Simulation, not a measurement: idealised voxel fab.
process module | voxel air gaps
cross-section cut | 165 nm wide | cells 5 nm
A cross-section is a grid of square cells, given in bands from the top down. A band is one or more rows of cells.
Each band's line starts with the height of the band's top and of its bottom, in nm. Then come its materials from left to right, each with its width in nm. One material with "throughout" fills the band from edge to edge. "air" is empty space.
Height 0 is the level under which the wafer as received is all one material. The lowest band goes on downwards, as in "0 down".
A width such as "30 to 40" changes by the same amount from each row of cells to the next, from the band's top row to its bottom row.
"no change" after a step means that no cell of the cross-section changed.
closed voids: empty space of 8 cells or more with no open way to the top, each as width x height at its distance from the left edge, in nm
after a step's settings: what the simulator itself notes on the step
overlay nm, on a step with a mask: how far to the right of its planned place the mask lay; to the left if negative
plan
1 op RECEIVE | material Si
2 op CONFORMAL_DEP | material SiO2 | thk nm 15
3 op CONFORMAL_DEP | material SiCN | thk nm 5
4 op DIRECTIONAL_DEP | material lowk | thk nm 30
5 op DIRECTIONAL_DEP | material aC | thk nm 10
6 op PATTERN | tone open | mask id LINES | material resist | width nm 20 | pitch nm 45 | thk nm 25 | overlay nm 0
7 op DIRECTIONAL_ETCH | etch materials aC | depth nm 10
8 op STRIP | etch materials resist
9 op DIRECTIONAL_ETCH | etch materials lowk | depth nm 30
10 op STRIP | etch materials aC
11 op CONFORMAL_DEP | material TiN | thk nm 5
12 op FILL_DEP | material Ru | thk nm 5
13 op CMP | height nm 50
14 op EPI | material Ru | thk nm 10
15 op SELECTIVE_ETCH | etch materials lowk | depth nm 40
16 op CONFORMAL_DEP | material SiCN | thk nm 5
as received, after step 1
  0 down: Si throughout
  closed voids: none
first wafer at the end, as planned
  65 to 60: air 10 | SiCN 140 | air 15
  60 to 50: air 10 | SiCN 5 | Ru 40 | SiCN 5 | Ru 40 | SiCN 5 | Ru 40 | SiCN 5 | air 15
  50 to 45: air 10 | SiCN 15 | TiN 5 | Ru 10 | TiN 5 | SiCN 25 | TiN 5 | Ru 10 | TiN 5 | SiCN 25 | TiN 5 | Ru 10 | TiN 5 | SiCN 15 | air 15
  45 to 25: air 20 | SiCN 5 | TiN 5 | Ru 10 | TiN 5 | SiCN 5 | air 15 | SiCN 5 | TiN 5 | Ru 10 | TiN 5 | SiCN 5 | air 15 | SiCN 5 | TiN 5 | Ru 10 | TiN 5 | SiCN 5 | air 25
  25 to 20: SiCN 25 | TiN 20 | SiCN 25 | TiN 20 | SiCN 25 | TiN 20 | SiCN 30
  20 to 15: SiCN throughout
  15 to 0: SiO2 throughout
  0 down: Si throughout
  closed voids: 15 x 20 at 50; 15 x 20 at 95
second wafer at the end: like start, like plan, one mistake
  55 to 15: SiCN throughout
  15 to 0: SiO2 throughout
  0 down: Si throughout
  closed voids: none
what went wrong: step 4 ran as: op DIRECTIONAL_DEP | material SiCN | thk nm 30
at the end the second wafer has, in cells: 78 fewer of Ru | 134 more of SiCN | 42 fewer of TiN
closed voids at the end (first wafer, second wafer): 2, 0
